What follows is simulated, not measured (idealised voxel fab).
process module | voxel transistor to metal
cross-section cut | 245 nm wide | cells 5 nm
A cross-section is a grid of square cells, given in bands from the top down. A band is one or more rows of cells.
Each band's line starts with the height of the band's top and of its bottom, in nm. Then come its materials from left to right, each with its width in nm. One material with "throughout" fills the band from edge to edge. "air" is empty space.
Height 0 is the level under which the wafer as received is all one material. The lowest band goes on downwards, as in "0 down".
A width such as "30 to 40" changes by the same amount from each row of cells to the next, from the band's top row to its bottom row.
"no change" after a step means that no cell of the cross-section changed.
closed voids: empty space of 8 cells or more with no open way to the top, each as width x height at its distance from the left edge, in nm
after a step's settings: what the simulator itself notes on the step
overlay nm, on a step with a mask: how far to the right of its planned place the mask lay; to the left if negative
plan
1 op RECEIVE | material Si
2 op OXIDIZE | depth nm 5
3 op CONFORMAL_DEP | material SiN | thk nm 10
4 op MASKED_ETCH | tone cover | mask id ACTIVE | width nm 95 | pitch nm 115 | etch materials SiN | depth nm 10 | overlay nm 0
5 op MASKED_ETCH | tone cover | mask id ACTIVE | width nm 95 | pitch nm 115 | etch materials SiO2 | depth nm 5 | overlay nm 0
6 op MASKED_ETCH | tone cover | mask id ACTIVE | width nm 95 | pitch nm 115 | etch materials Si | depth nm 35 | overlay nm 0
7 op OXIDIZE | depth nm 5
8 op FILL_DEP | material SiO2 | thk nm 10
9 op CMP | height nm 10
10 op SELECTIVE_ETCH | etch materials SiO2 | depth nm 10
11 op STRIP | etch materials SiN
12 op SELECTIVE_ETCH | etch materials SiO2 | depth nm 5
13 op OXIDIZE | depth nm 5
14 op DIRECTIONAL_DEP | material polySi | thk nm 30
15 op DIRECTIONAL_DEP | material SiCN | thk nm 15
16 op MASKED_ETCH | tone cover | mask id GATE | width nm 25 | pitch nm 115 | etch materials SiCN | depth nm 25 | overlay nm 0
17 op MASKED_ETCH | tone cover | mask id GATE | width nm 25 | pitch nm 115 | etch materials polySi | depth nm 40 | overlay nm 0
18 op CONFORMAL_DEP | material SiN | thk nm 10
19 op DIRECTIONAL_ETCH | etch materials SiN | depth nm 10
20 op DIRECTIONAL_ETCH | etch materials SiO2 | depth nm 5
21 op DIRECTIONAL_ETCH | etch materials Si | depth nm 10
22 op EPI | material SiGe | thk nm 10
23 op FILL_DEP | material SiO2 | thk nm 5
24 op CMP | height nm 25
25 op STRIP | etch materials polySi
26 op SELECTIVE_ETCH | etch materials SiO2 | depth nm 5
27 op CONFORMAL_DEP | material HfO2 | thk nm 5
28 op CONFORMAL_DEP | material TiN | thk nm 5
29 op FILL_DEP | material W | thk nm 10
30 op CMP | height nm 20
31 op DIRECTIONAL_DEP | material SiO2 | thk nm 15
32 op DIRECTIONAL_DEP | material aC | thk nm 10
33 op PATTERN | tone open | mask id CONTACT | material resist | width nm 15 | thk nm 30 | overlay nm 0
34 op DIRECTIONAL_ETCH | etch materials aC | depth nm 10
35 op STRIP | etch materials resist
36 op DIRECTIONAL_ETCH | etch materials SiO2 | depth nm 45
37 op STRIP | etch materials aC
38 op CONFORMAL_DEP | material TiN | thk nm 5
39 op FILL_DEP | material W | thk nm 5
40 op CMP | height nm 35
41 op CONFORMAL_DEP | material SiCN | thk nm 5
42 op DIRECTIONAL_DEP | material lowk | thk nm 25
43 op DIRECTIONAL_DEP | material aC | thk nm 15
44 op PATTERN | tone open | mask id METAL_1 | material resist | width nm 15 | thk nm 35 | overlay nm 0
45 op DIRECTIONAL_ETCH | etch materials aC | depth nm 15
46 op STRIP | etch materials resist
47 op DIRECTIONAL_ETCH | etch materials lowk | depth nm 25
48 op DIRECTIONAL_ETCH | etch materials SiCN | depth nm 5
49 op STRIP | etch materials aC
50 op CONFORMAL_DEP | material TiN | thk nm 5
51 op FILL_DEP | material Cu | thk nm 10
52 op CMP | height nm 65
53 op CONFORMAL_DEP | material SiCN | thk nm 5
54 op DIRECTIONAL_DEP | material SiO2 | thk nm 25
55 op DIRECTIONAL_DEP | material aC | thk nm 10
56 op PATTERN | tone open | mask id METAL_2 | material resist | width nm 15 | pitch nm 115 | thk nm 25 | overlay nm 0
57 op DIRECTIONAL_ETCH | etch materials aC | depth nm 10
58 op STRIP | etch materials resist
59 op DIRECTIONAL_ETCH | etch materials SiO2 | depth nm 15
60 op STRIP | etch materials aC
61 op DIRECTIONAL_DEP | material aC | thk nm 15
62 op PATTERN | tone open | mask id METAL_2_HOLES | material resist | width nm 15 | pitch nm 115 | thk nm 35 | overlay nm 0
63 op DIRECTIONAL_ETCH | etch materials aC | depth nm 15
64 op STRIP | etch materials resist
65 op DIRECTIONAL_ETCH | etch materials SiO2 | depth nm 10
66 op DIRECTIONAL_ETCH | etch materials SiCN | depth nm 5
67 op STRIP | etch materials aC
68 op CONFORMAL_DEP | material TiN | thk nm 5
69 op FILL_DEP | material Cu | thk nm 10
70 op CMP | height nm 95
71 op CONFORMAL_DEP | material SiN | thk nm 5
first wafer, as planned
as received, after step 1
  0 down: Si throughout
  closed voids: none
after step 2
  0 to -5: SiO2 throughout
  below -5: unchanged
after step 3
  10 to 0: SiN throughout
  below 0: unchanged
after step 4
  10 to 0: air 15 | SiN 95 | air 20 | SiN 95 | air 20
  below 0: unchanged
after step 5
  10 to 0: air 15 | SiN 95 | air 20 | SiN 95 | air 20
  0 to -5: air 15 | SiO2 95 | air 20 | SiO2 95 | air 20
  below -5: unchanged
after step 6
  10 to 0: air 15 | SiN 95 | air 20 | SiN 95 | air 20
  0 to -5: air 15 | SiO2 95 | air 20 | SiO2 95 | air 20
  -5 to -40: air 15 | Si 95 | air 20 | Si 95 | air 20
  below -40: unchanged
after step 7
  10 to 0: air 15 | SiN 95 | air 20 | SiN 95 | air 20
  0 to -5: air 15 | SiO2 95 | air 20 | SiO2 95 | air 20
  -5 to -40: air 15 | SiO2 5 | Si 85 | SiO2 5 | air 20 | SiO2 5 | Si 85 | SiO2 5 | air 20
  -40 to -45: SiO2 20 | Si 85 | SiO2 30 | Si 85 | SiO2 25
  below -45: unchanged
after step 8
  20 to 10: SiO2 throughout
  10 to 0: SiO2 15 | SiN 95 | SiO2 20 | SiN 95 | SiO2 20
  0 to -5: SiO2 throughout
  -5 to -45: SiO2 20 | Si 85 | SiO2 30 | Si 85 | SiO2 25
  below -45: unchanged
after step 9
  10 to 0: SiO2 15 | SiN 95 | SiO2 20 | SiN 95 | SiO2 20
  below 0: unchanged
after step 10
  10 to 0: air 15 | SiN 95 | air 20 | SiN 95 | air 20
  below 0: unchanged
after step 11
  0 to -5: SiO2 throughout
  below -5: unchanged
after step 12
  -5 to -45: SiO2 20 | Si 85 | SiO2 30 | Si 85 | SiO2 25
  below -45: unchanged
after step 13
  -5 to -10: SiO2 throughout
  below -10: unchanged
after step 14
  25 to -5: polySi throughout
  below -5: unchanged
after step 15
  40 to 25: SiCN throughout
  below 25: unchanged
after step 16
  40 to 25: air 50 | SiCN 25 | air 90 | SiCN 25 | air 55
  below 25: unchanged
after step 17
  40 to 25: air 50 | SiCN 25 | air 90 | SiCN 25 | air 55
  25 to -5: air 50 | polySi 25 | air 90 | polySi 25 | air 55
  below -5: unchanged
after step 18
  50 to 40: air 40 | SiN 45 | air 70 | SiN 45 | air 45
  40 to 25: air 40 | SiN 10 | SiCN 25 | SiN 10 | air 70 | SiN 10 | SiCN 25 | SiN 10 | air 45
  25 to 5: air 40 | SiN 10 | polySi 25 | SiN 10 | air 70 | SiN 10 | polySi 25 | SiN 10 | air 45
  5 to -5: SiN 50 | polySi 25 | SiN 90 | polySi 25 | SiN 55
  below -5: unchanged
after step 19
  40 to 25: air 40 | SiN 10 | SiCN 25 | SiN 10 | air 70 | SiN 10 | SiCN 25 | SiN 10 | air 45
  25 to -5: air 40 | SiN 10 | polySi 25 | SiN 10 | air 70 | SiN 10 | polySi 25 | SiN 10 | air 45
  below -5: unchanged
after step 20
  40 to 25: air 40 | SiN 10 | SiCN 25 | SiN 10 | air 70 | SiN 10 | SiCN 25 | SiN 10 | air 45
  25 to -5: air 40 | SiN 10 | polySi 25 | SiN 10 | air 70 | SiN 10 | polySi 25 | SiN 10 | air 45
  -5 to -10: air 40 | SiO2 45 | air 70 | SiO2 45 | air 45
  below -10: unchanged
after step 21
  40 to 25: air 40 | SiN 10 | SiCN 25 | SiN 10 | air 70 | SiN 10 | SiCN 25 | SiN 10 | air 45
  25 to -5: air 40 | SiN 10 | polySi 25 | SiN 10 | air 70 | SiN 10 | polySi 25 | SiN 10 | air 45
  -5 to -10: air 40 | SiO2 45 | air 70 | SiO2 45 | air 45
  -10 to -20: SiO2 20 | air 20 | Si 45 | air 20 | SiO2 30 | air 20 | Si 45 | air 20 | SiO2 25
  below -20: unchanged
after step 22
  40 to 25: air 40 | SiN 10 | SiCN 25 | SiN 10 | air 70 | SiN 10 | SiCN 25 | SiN 10 | air 45
  25 to 0: air 40 | SiN 10 | polySi 25 | SiN 10 | air 70 | SiN 10 | polySi 25 | SiN 10 | air 45
  0 to -5: air 30 | SiGe 10 | SiN 10 | polySi 25 | SiN 10 | SiGe 10 | air 50 | SiGe 10 | SiN 10 | polySi 25 | SiN 10 | SiGe 10 | air 35
  -5 to -10: air 30 | SiGe 10 | SiO2 45 | SiGe 10 | air 50 | SiGe 10 | SiO2 45 | SiGe 10 | air 35
  -10 to -20: SiO2 20 | SiGe 20 | Si 45 | SiGe 20 | SiO2 30 | SiGe 20 | Si 45 | SiGe 20 | SiO2 25
  below -20: unchanged
after step 23
  45 to 40: SiO2 throughout
  40 to 25: SiO2 40 | SiN 10 | SiCN 25 | SiN 10 | SiO2 70 | SiN 10 | SiCN 25 | SiN 10 | SiO2 45
  25 to 0: SiO2 40 | SiN 10 | polySi 25 | SiN 10 | SiO2 70 | SiN 10 | polySi 25 | SiN 10 | SiO2 45
  0 to -5: SiO2 30 | SiGe 10 | SiN 10 | polySi 25 | SiN 10 | SiGe 10 | SiO2 50 | SiGe 10 | SiN 10 | polySi 25 | SiN 10 | SiGe 10 | SiO2 35
  -5 to -10: SiO2 30 | SiGe 10 | SiO2 45 | SiGe 10 | SiO2 50 | SiGe 10 | SiO2 45 | SiGe 10 | SiO2 35
  below -10: unchanged
after step 24
  25 to 0: SiO2 40 | SiN 10 | polySi 25 | SiN 10 | SiO2 70 | SiN 10 | polySi 25 | SiN 10 | SiO2 45
  below 0: unchanged
after step 25
  25 to 0: SiO2 40 | SiN 10 | air 25 | SiN 10 | SiO2 70 | SiN 10 | air 25 | SiN 10 | SiO2 45
  0 to -5: SiO2 30 | SiGe 10 | SiN 10 | air 25 | SiN 10 | SiGe 10 | SiO2 50 | SiGe 10 | SiN 10 | air 25 | SiN 10 | SiGe 10 | SiO2 35
  below -5: unchanged
after step 26
  25 to 20: air 40 | SiN 10 | air 25 | SiN 10 | air 70 | SiN 10 | air 25 | SiN 10 | air 45
  20 to 0: SiO2 40 | SiN 10 | air 25 | SiN 10 | SiO2 70 | SiN 10 | air 25 | SiN 10 | SiO2 45
  0 to -5: SiO2 30 | SiGe 10 | SiN 10 | air 25 | SiN 10 | SiGe 10 | SiO2 50 | SiGe 10 | SiN 10 | air 25 | SiN 10 | SiGe 10 | SiO2 35
  -5 to -10: SiO2 30 | SiGe 10 | SiO2 5 | air 35 | SiO2 5 | SiGe 10 | SiO2 50 | SiGe 10 | SiO2 5 | air 35 | SiO2 5 | SiGe 10 | SiO2 35
  below -10: unchanged
after step 27
  30 to 25: air 35 | HfO2 20 | air 15 | HfO2 20 | air 60 | HfO2 20 | air 15 | HfO2 20 | air 40
  25 to 20: HfO2 40 | SiN 10 | HfO2 5 | air 15 | HfO2 5 | SiN 10 | HfO2 70 | SiN 10 | HfO2 5 | air 15 | HfO2 5 | SiN 10 | HfO2 45
  20 to 0: SiO2 40 | SiN 10 | HfO2 5 | air 15 | HfO2 5 | SiN 10 | SiO2 70 | SiN 10 | HfO2 5 | air 15 | HfO2 5 | SiN 10 | SiO2 45
  0 to -5: SiO2 30 | SiGe 10 | SiN 10 | HfO2 5 | air 15 | HfO2 5 | SiN 10 | SiGe 10 | SiO2 50 | SiGe 10 | SiN 10 | HfO2 5 | air 15 | HfO2 5 | SiN 10 | SiGe 10 | SiO2 35
  -5 to -10: SiO2 30 | SiGe 10 | SiO2 5 | HfO2 35 | SiO2 5 | SiGe 10 | SiO2 50 | SiGe 10 | SiO2 5 | HfO2 35 | SiO2 5 | SiGe 10 | SiO2 35
  below -10: unchanged
after step 28
  35 to 30: air 30 | TiN 30 | air 5 | TiN 30 | air 50 | TiN 30 | air 5 | TiN 30 | air 35
  30 to 25: TiN 35 | HfO2 20 | TiN 5 | air 5 | TiN 5 | HfO2 20 | TiN 60 | HfO2 20 | TiN 5 | air 5 | TiN 5 | HfO2 20 | TiN 40
  25 to 20: HfO2 40 | SiN 10 | HfO2 5 | TiN 5 | air 5 | TiN 5 | HfO2 5 | SiN 10 | HfO2 70 | SiN 10 | HfO2 5 | TiN 5 | air 5 | TiN 5 | HfO2 5 | SiN 10 | HfO2 45
  20 to 0: SiO2 40 | SiN 10 | HfO2 5 | TiN 5 | air 5 | TiN 5 | HfO2 5 | SiN 10 | SiO2 70 | SiN 10 | HfO2 5 | TiN 5 | air 5 | TiN 5 | HfO2 5 | SiN 10 | SiO2 45
  0 to -5: SiO2 30 | SiGe 10 | SiN 10 | HfO2 5 | TiN 15 | HfO2 5 | SiN 10 | SiGe 10 | SiO2 50 | SiGe 10 | SiN 10 | HfO2 5 | TiN 15 | HfO2 5 | SiN 10 | SiGe 10 | SiO2 35
  below -5: unchanged
after step 29
  45 to 35: W throughout
  35 to 30: W 30 | TiN 30 | W 5 | TiN 30 | W 50 | TiN 30 | W 5 | TiN 30 | W 35
  30 to 25: TiN 35 | HfO2 20 | TiN 5 | W 5 | TiN 5 | HfO2 20 | TiN 60 | HfO2 20 | TiN 5 | W 5 | TiN 5 | HfO2 20 | TiN 40
  25 to 20: HfO2 40 | SiN 10 | HfO2 5 | TiN 5 | W 5 | TiN 5 | HfO2 5 | SiN 10 | HfO2 70 | SiN 10 | HfO2 5 | TiN 5 | W 5 | TiN 5 | HfO2 5 | SiN 10 | HfO2 45
  20 to 0: SiO2 40 | SiN 10 | HfO2 5 | TiN 5 | W 5 | TiN 5 | HfO2 5 | SiN 10 | SiO2 70 | SiN 10 | HfO2 5 | TiN 5 | W 5 | TiN 5 | HfO2 5 | SiN 10 | SiO2 45
  below 0: unchanged
after step 30
  20 to 0: SiO2 40 | SiN 10 | HfO2 5 | TiN 5 | W 5 | TiN 5 | HfO2 5 | SiN 10 | SiO2 70 | SiN 10 | HfO2 5 | TiN 5 | W 5 | TiN 5 | HfO2 5 | SiN 10 | SiO2 45
  below 0: unchanged
after step 31
  35 to 20: SiO2 throughout
  below 20: unchanged
after step 32
  45 to 35: aC throughout
  below 35: unchanged
after step 33
  75 to 45: resist 20 | air 15 | resist 55 | air 15 | resist 30 | air 15 | resist 55 | air 15 | resist 25
  below 45: unchanged
after step 34
  65 to 45: resist 20 | air 15 | resist 55 | air 15 | resist 30 | air 15 | resist 55 | air 15 | resist 25
  45 to 35: aC 20 | air 15 | aC 55 | air 15 | aC 30 | air 15 | aC 55 | air 15 | aC 25
  below 35: unchanged
after step 35
  45 to 35: aC 20 | air 15 | aC 55 | air 15 | aC 30 | air 15 | aC 55 | air 15 | aC 25
  below 35: unchanged
after step 36
  45 to 35: aC 20 | air 15 | aC 55 | air 15 | aC 30 | air 15 | aC 55 | air 15 | aC 25
  35 to 20: SiO2 20 | air 15 | SiO2 55 | air 15 | SiO2 30 | air 15 | SiO2 55 | air 15 | SiO2 25
  20 to 0: SiO2 20 | air 15 | SiO2 5 | SiN 10 | HfO2 5 | TiN 5 | W 5 | TiN 5 | HfO2 5 | SiN 10 | SiO2 5 | air 15 | SiO2 30 | air 15 | SiO2 5 | SiN 10 | HfO2 5 | TiN 5 | W 5 | TiN 5 | HfO2 5 | SiN 10 | SiO2 5 | air 15 | SiO2 25
  0 to -5: SiO2 20 | air 10 | SiGe 10 | SiN 10 | HfO2 5 | TiN 15 | HfO2 5 | SiN 10 | SiGe 10 | air 10 | SiO2 30 | air 10 | SiGe 10 | SiN 10 | HfO2 5 | TiN 15 | HfO2 5 | SiN 10 | SiGe 10 | air 10 | SiO2 25
  -5 to -10: SiO2 20 | air 10 | SiGe 10 | SiO2 5 | HfO2 35 | SiO2 5 | SiGe 10 | air 10 | SiO2 30 | air 10 | SiGe 10 | SiO2 5 | HfO2 35 | SiO2 5 | SiGe 10 | air 10 | SiO2 25
  below -10: unchanged
after step 37
  35 to 20: SiO2 20 | air 15 | SiO2 55 | air 15 | SiO2 30 | air 15 | SiO2 55 | air 15 | SiO2 25
  below 20: unchanged
after step 38
  40 to 35: TiN 25 | air 5 | TiN 65 | air 5 | TiN 40 | air 5 | TiN 65 | air 5 | TiN 30
  35 to 20: SiO2 20 | TiN 5 | air 5 | TiN 5 | SiO2 55 | TiN 5 | air 5 | TiN 5 | SiO2 30 | TiN 5 | air 5 | TiN 5 | SiO2 55 | TiN 5 | air 5 | TiN 5 | SiO2 25
  20 to 5: SiO2 20 | TiN 5 | air 5 | TiN 5 | SiO2 5 | SiN 10 | HfO2 5 | TiN 5 | W 5 | TiN 5 | HfO2 5 | SiN 10 | SiO2 5 | TiN 5 | air 5 | TiN 5 | SiO2 30 | TiN 5 | air 5 | TiN 5 | SiO2 5 | SiN 10 | HfO2 5 | TiN 5 | W 5 | TiN 5 | HfO2 5 | SiN 10 | SiO2 5 | TiN 5 | air 5 | TiN 5 | SiO2 25
  5 to 0: SiO2 20 | TiN 15 | SiO2 5 | SiN 10 | HfO2 5 | TiN 5 | W 5 | TiN 5 | HfO2 5 | SiN 10 | SiO2 5 | TiN 15 | SiO2 30 | TiN 15 | SiO2 5 | SiN 10 | HfO2 5 | TiN 5 | W 5 | TiN 5 | HfO2 5 | SiN 10 | SiO2 5 | TiN 15 | SiO2 25
  0 to -5: SiO2 20 | TiN 10 | SiGe 10 | SiN 10 | HfO2 5 | TiN 15 | HfO2 5 | SiN 10 | SiGe 10 | TiN 10 | SiO2 30 | TiN 10 | SiGe 10 | SiN 10 | HfO2 5 | TiN 15 | HfO2 5 | SiN 10 | SiGe 10 | TiN 10 | SiO2 25
  -5 to -10: SiO2 20 | TiN 10 | SiGe 10 | SiO2 5 | HfO2 35 | SiO2 5 | SiGe 10 | TiN 10 | SiO2 30 | TiN 10 | SiGe 10 | SiO2 5 | HfO2 35 | SiO2 5 | SiGe 10 | TiN 10 | SiO2 25
  below -10: unchanged
after step 39
  45 to 40: W throughout
  40 to 35: TiN 25 | W 5 | TiN 65 | W 5 | TiN 40 | W 5 | TiN 65 | W 5 | TiN 30
  35 to 20: SiO2 20 | TiN 5 | W 5 | TiN 5 | SiO2 55 | TiN 5 | W 5 | TiN 5 | SiO2 30 | TiN 5 | W 5 | TiN 5 | SiO2 55 | TiN 5 | W 5 | TiN 5 | SiO2 25
  20 to 5: SiO2 20 | TiN 5 | W 5 | TiN 5 | SiO2 5 | SiN 10 | HfO2 5 | TiN 5 | W 5 | TiN 5 | HfO2 5 | SiN 10 | SiO2 5 | TiN 5 | W 5 | TiN 5 | SiO2 30 | TiN 5 | W 5 | TiN 5 | SiO2 5 | SiN 10 | HfO2 5 | TiN 5 | W 5 | TiN 5 | HfO2 5 | SiN 10 | SiO2 5 | TiN 5 | W 5 | TiN 5 | SiO2 25
  below 5: unchanged
after step 40
  35 to 20: SiO2 20 | TiN 5 | W 5 | TiN 5 | SiO2 55 | TiN 5 | W 5 | TiN 5 | SiO2 30 | TiN 5 | W 5 | TiN 5 | SiO2 55 | TiN 5 | W 5 | TiN 5 | SiO2 25
  below 20: unchanged
after step 41
  40 to 35: SiCN throughout
  below 35: unchanged
after step 42
  65 to 40: lowk throughout
  below 40: unchanged
after step 43
  80 to 65: aC throughout
  below 65: unchanged
after step 44
  115 to 80: resist 20 | air 15 | resist 55 | air 15 | resist 30 | air 15 | resist 55 | air 15 | resist 25
  below 80: unchanged
after step 45
  100 to 80: resist 20 | air 15 | resist 55 | air 15 | resist 30 | air 15 | resist 55 | air 15 | resist 25
  80 to 65: aC 20 | air 15 | aC 55 | air 15 | aC 30 | air 15 | aC 55 | air 15 | aC 25
  below 65: unchanged
after step 46
  80 to 65: aC 20 | air 15 | aC 55 | air 15 | aC 30 | air 15 | aC 55 | air 15 | aC 25
  below 65: unchanged
after step 47
  80 to 65: aC 20 | air 15 | aC 55 | air 15 | aC 30 | air 15 | aC 55 | air 15 | aC 25
  65 to 40: lowk 20 | air 15 | lowk 55 | air 15 | lowk 30 | air 15 | lowk 55 | air 15 | lowk 25
  below 40: unchanged
after step 48
  80 to 65: aC 20 | air 15 | aC 55 | air 15 | aC 30 | air 15 | aC 55 | air 15 | aC 25
  65 to 40: lowk 20 | air 15 | lowk 55 | air 15 | lowk 30 | air 15 | lowk 55 | air 15 | lowk 25
  40 to 35: SiCN 20 | air 15 | SiCN 55 | air 15 | SiCN 30 | air 15 | SiCN 55 | air 15 | SiCN 25
  below 35: unchanged
after step 49
  65 to 40: lowk 20 | air 15 | lowk 55 | air 15 | lowk 30 | air 15 | lowk 55 | air 15 | lowk 25
  below 40: unchanged
after step 50
  70 to 65: TiN 25 | air 5 | TiN 65 | air 5 | TiN 40 | air 5 | TiN 65 | air 5 | TiN 30
  65 to 40: lowk 20 | TiN 5 | air 5 | TiN 5 | lowk 55 | TiN 5 | air 5 | TiN 5 | lowk 30 | TiN 5 | air 5 | TiN 5 | lowk 55 | TiN 5 | air 5 | TiN 5 | lowk 25
  40 to 35: SiCN 20 | TiN 15 | SiCN 55 | TiN 15 | SiCN 30 | TiN 15 | SiCN 55 | TiN 15 | SiCN 25
  below 35: unchanged
after step 51
  80 to 70: Cu throughout
  70 to 65: TiN 25 | Cu 5 | TiN 65 | Cu 5 | TiN 40 | Cu 5 | TiN 65 | Cu 5 | TiN 30
  65 to 40: lowk 20 | TiN 5 | Cu 5 | TiN 5 | lowk 55 | TiN 5 | Cu 5 | TiN 5 | lowk 30 | TiN 5 | Cu 5 | TiN 5 | lowk 55 | TiN 5 | Cu 5 | TiN 5 | lowk 25
  below 40: unchanged
after step 52
  65 to 40: lowk 20 | TiN 5 | Cu 5 | TiN 5 | lowk 55 | TiN 5 | Cu 5 | TiN 5 | lowk 30 | TiN 5 | Cu 5 | TiN 5 | lowk 55 | TiN 5 | Cu 5 | TiN 5 | lowk 25
  below 40: unchanged
after step 53
  70 to 65: SiCN throughout
  below 65: unchanged
after step 54
  95 to 70: SiO2 throughout
  below 70: unchanged
after step 55
  105 to 95: aC throughout
  below 95: unchanged
after step 56
  130 to 105: resist 20 | air 15 | resist 100 | air 15 | resist 95
  below 105: unchanged
after step 57
  120 to 105: resist 20 | air 15 | resist 100 | air 15 | resist 95
  105 to 95: aC 20 | air 15 | aC 100 | air 15 | aC 95
  below 95: unchanged
after step 58
  105 to 95: aC 20 | air 15 | aC 100 | air 15 | aC 95
  below 95: unchanged
after step 59
  105 to 95: aC 20 | air 15 | aC 100 | air 15 | aC 95
  95 to 80: SiO2 20 | air 15 | SiO2 100 | air 15 | SiO2 95
  below 80: unchanged
after step 60
  95 to 80: SiO2 20 | air 15 | SiO2 100 | air 15 | SiO2 95
  below 80: unchanged
after step 61
  110 to 95: aC 20 | air 15 | aC 100 | air 15 | aC 95
  95 to 80: SiO2 20 | aC 15 | SiO2 100 | aC 15 | SiO2 95
  below 80: unchanged
after step 62
  145 to 110: resist 20 | air 15 | resist 100 | air 15 | resist 95
  below 110: unchanged
after step 63
  130 to 110: resist 20 | air 15 | resist 100 | air 15 | resist 95
  110 to 95: aC 20 | air 15 | aC 100 | air 15 | aC 95
  95 to 80: SiO2 20 | air 15 | SiO2 100 | air 15 | SiO2 95
  below 80: unchanged
after step 64
  110 to 95: aC 20 | air 15 | aC 100 | air 15 | aC 95
  below 95: unchanged
after step 65
  110 to 95: aC 20 | air 15 | aC 100 | air 15 | aC 95
  95 to 70: SiO2 20 | air 15 | SiO2 100 | air 15 | SiO2 95
  below 70: unchanged
after step 66
  110 to 95: aC 20 | air 15 | aC 100 | air 15 | aC 95
  95 to 70: SiO2 20 | air 15 | SiO2 100 | air 15 | SiO2 95
  70 to 65: SiCN 20 | air 15 | SiCN 100 | air 15 | SiCN 95
  below 65: unchanged
after step 67
  95 to 70: SiO2 20 | air 15 | SiO2 100 | air 15 | SiO2 95
  below 70: unchanged
after step 68
  100 to 95: TiN 25 | air 5 | TiN 110 | air 5 | TiN 100
  95 to 70: SiO2 20 | TiN 5 | air 5 | TiN 5 | SiO2 100 | TiN 5 | air 5 | TiN 5 | SiO2 95
  70 to 65: SiCN 20 | TiN 15 | SiCN 100 | TiN 15 | SiCN 95
  below 65: unchanged
after step 69
  110 to 100: Cu throughout
  100 to 95: TiN 25 | Cu 5 | TiN 110 | Cu 5 | TiN 100
  95 to 70: SiO2 20 | TiN 5 | Cu 5 | TiN 5 | SiO2 100 | TiN 5 | Cu 5 | TiN 5 | SiO2 95
  below 70: unchanged
after step 70
  95 to 70: SiO2 20 | TiN 5 | Cu 5 | TiN 5 | SiO2 100 | TiN 5 | Cu 5 | TiN 5 | SiO2 95
  below 70: unchanged
after step 71
  100 to 95: SiN throughout
  below 95: unchanged
second wafer: like start, like plan, one mistake. Through step 61 it matches the first wafer
when step 62 should have ended
  145 to 110: resist 15 | air 25 | resist 90 | air 25 | resist 90
  below 110: unchanged
when step 63 should have ended
  130 to 110: resist 15 | air 25 | resist 90 | air 25 | resist 90
  110 to 95: aC 15 | air 25 | aC 90 | air 25 | aC 90
  95 to 80: SiO2 20 | air 15 | SiO2 100 | air 15 | SiO2 95
  below 80: unchanged
when step 64 should have ended
  110 to 95: aC 15 | air 25 | aC 90 | air 25 | aC 90
  below 95: unchanged
when step 65 should have ended
  110 to 95: aC 15 | air 25 | aC 90 | air 25 | aC 90
  95 to 85: SiO2 15 | air 25 | SiO2 90 | air 25 | SiO2 90
  85 to 70: SiO2 20 | air 15 | SiO2 100 | air 15 | SiO2 95
  below 70: unchanged
when step 66 should have ended
  110 to 95: aC 15 | air 25 | aC 90 | air 25 | aC 90
  95 to 85: SiO2 15 | air 25 | SiO2 90 | air 25 | SiO2 90
  85 to 70: SiO2 20 | air 15 | SiO2 100 | air 15 | SiO2 95
  70 to 65: SiCN 20 | air 15 | SiCN 100 | air 15 | SiCN 95
  below 65: unchanged
when step 67 should have ended
  95 to 85: SiO2 15 | air 25 | SiO2 90 | air 25 | SiO2 90
  below 85: unchanged
when step 68 should have ended
  100 to 95: TiN 20 | air 15 | TiN 100 | air 15 | TiN 95
  95 to 85: SiO2 15 | TiN 5 to 10 | air 15 to 5 | TiN 5 to 10 | SiO2 90 | TiN 5 to 10 | air 15 to 5 | TiN 5 to 10 | SiO2 90
  85 to 70: SiO2 20 | TiN 5 | air 5 | TiN 5 | SiO2 100 | TiN 5 | air 5 | TiN 5 | SiO2 95
  70 to 65: SiCN 20 | TiN 15 | SiCN 100 | TiN 15 | SiCN 95
  below 65: unchanged
when step 69 should have ended
  110 to 100: Cu throughout
  100 to 95: TiN 20 | Cu 15 | TiN 100 | Cu 15 | TiN 95
  95 to 85: SiO2 15 | TiN 5 to 10 | Cu 15 to 5 | TiN 5 to 10 | SiO2 90 | TiN 5 to 10 | Cu 15 to 5 | TiN 5 to 10 | SiO2 90
  85 to 70: SiO2 20 | TiN 5 | Cu 5 | TiN 5 | SiO2 100 | TiN 5 | Cu 5 | TiN 5 | SiO2 95
  below 70: unchanged
when step 70 should have ended
  95 to 85: SiO2 15 | TiN 5 to 10 | Cu 15 to 5 | TiN 5 to 10 | SiO2 90 | TiN 5 to 10 | Cu 15 to 5 | TiN 5 to 10 | SiO2 90
  below 85: unchanged
when step 71 should have ended
  100 to 95: SiN throughout
  below 95: unchanged
what went wrong: step 62 ran as: op PATTERN | tone open | mask id METAL_2_HOLES | material resist | width nm 25 | pitch nm 115 | thk nm 35 | overlay nm 0
at the end the second wafer has, in cells: 4 more of Cu | 8 fewer of SiO2 | 4 more of TiN
